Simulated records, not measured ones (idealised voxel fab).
This section sets out a process module, namely voxel wiring stack.
Section shown: cut. Width: 255 nm. Cell size: 5 nm, square.
Cross-sections here: square-cell grids, written as top-down lists of bands, a band being one or more rows of cells.
A band entry consists of two parts. The first gives the height of the band's top and the height of its bottom, in nm. The rest lists the band's materials from left to right, each with its width in nm. A single material labelled with the word "full width" fills the band from edge to edge, and the word "blank" marks empty space.
Convention: height 0 is the level below which the wafer, as received, is all one material. The lowest band does not terminate at the bottom but continues downward, represented as "z 0 and below".
The notation "30..40" denotes a width that varies across the rows of cells in the band, beginning at the first number in the top row, finishing at the second number in the bottom row, and changing by an identical amount from each row to the next.
"nothing got changed" -> step changed no cross-section cell.
Closed empty spaces (no open way to the top) of 8 cells or more are what "Unvented voids" lists, each as width x height at distance from the left edge, nm for all three.
Whatever follows a step's settings on its line is a remark the simulator itself makes about that step.
On any step carrying a mask, the "overlay nm" setting, if present on the step's line, tells how far right of its planned place the mask lay; negative values point to the left.
**The steps planned for the process are as follows**
1 RECEIVE [material Si]
2 CONFORMAL_DEP [material SiO2] [thk nm 15]
3 DIRECTIONAL_DEP [material TiN] [thk nm 5]
4 DIRECTIONAL_DEP [material Ru] [thk nm 25]
5 MASKED_ETCH [tone cover] [mask id METAL_1] [width nm 25] [pitch nm 40] [etch materials Ru] [depth nm 25] [overlay nm 0]
6 MASKED_ETCH [tone cover] [mask id METAL_1] [width nm 25] [pitch nm 40] [etch materials TiN] [depth nm 5] [overlay nm 0]
7 FILL_DEP [material SiO2] [thk nm 10]
8 CMP [height nm 45]
9 CONFORMAL_DEP [material SiCN] [thk nm 5]
10 DIRECTIONAL_DEP [material lowk] [thk nm 15]
11 PATTERN [tone open] [mask id PLUG_1] [material resist] [width nm 15] [pitch nm 40] [thk nm 15] [overlay nm 0]
12 DIRECTIONAL_ETCH [etch materials lowk] [depth nm 15]
13 DIRECTIONAL_ETCH [etch materials SiCN] [depth nm 5]
14 STRIP [etch materials resist]
15 EPI [material Ru] [thk nm 10]
16 EPI [material Ru] [thk nm 10]
17 DIRECTIONAL_DEP [material TiN] [thk nm 5]
18 DIRECTIONAL_DEP [material Ru] [thk nm 20]
19 PATTERN [tone cover] [mask id METAL_2] [material resist] [width nm 25] [pitch nm 40] [thk nm 20] [overlay nm 0]
20 DIRECTIONAL_ETCH [etch materials Ru] [depth nm 20]
21 DIRECTIONAL_ETCH [etch materials TiN] [depth nm 5]
22 STRIP [etch materials resist]
23 FILL_DEP [material lowk] [thk nm 10]
24 CMP [height nm 90]
25 CONFORMAL_DEP [material SiN] [thk nm 5]
**Cross-section of the incoming wafer, state after step 1**
- z 0 and below = Si full width
- Unvented voids: none
**What the wafer looks like in cross-section after this module, when it starts as shown above and follows the plan above but one mistake is made in running it**
- z 95 to 90 = SiN full width
- z 90 to 70 = lowk=110  Ru=10  lowk=30  Ru=10  lowk=95
- z 70 to 65 = lowk=95  Ru=15  TiN=10  lowk=15  Ru=15  TiN=10  lowk=95
- z 65 to 50 = lowk=95  Ru=15  lowk=25  Ru=15  lowk=105
- z 50 to 45 = SiCN=95  TiN=15  SiCN=25  TiN=15  SiCN=105
- z 45 to 40 = SiO2 full width
- z 40 to 15 = SiO2=95  Ru=25  SiO2=15  Ru=25  SiO2=95
- z 15 to 0 = SiO2 full width
- z 0 and below = Si full width
- Unvented voids: none
The mistake made against the process plan was this: step 3 of the plan: omitted, not performed
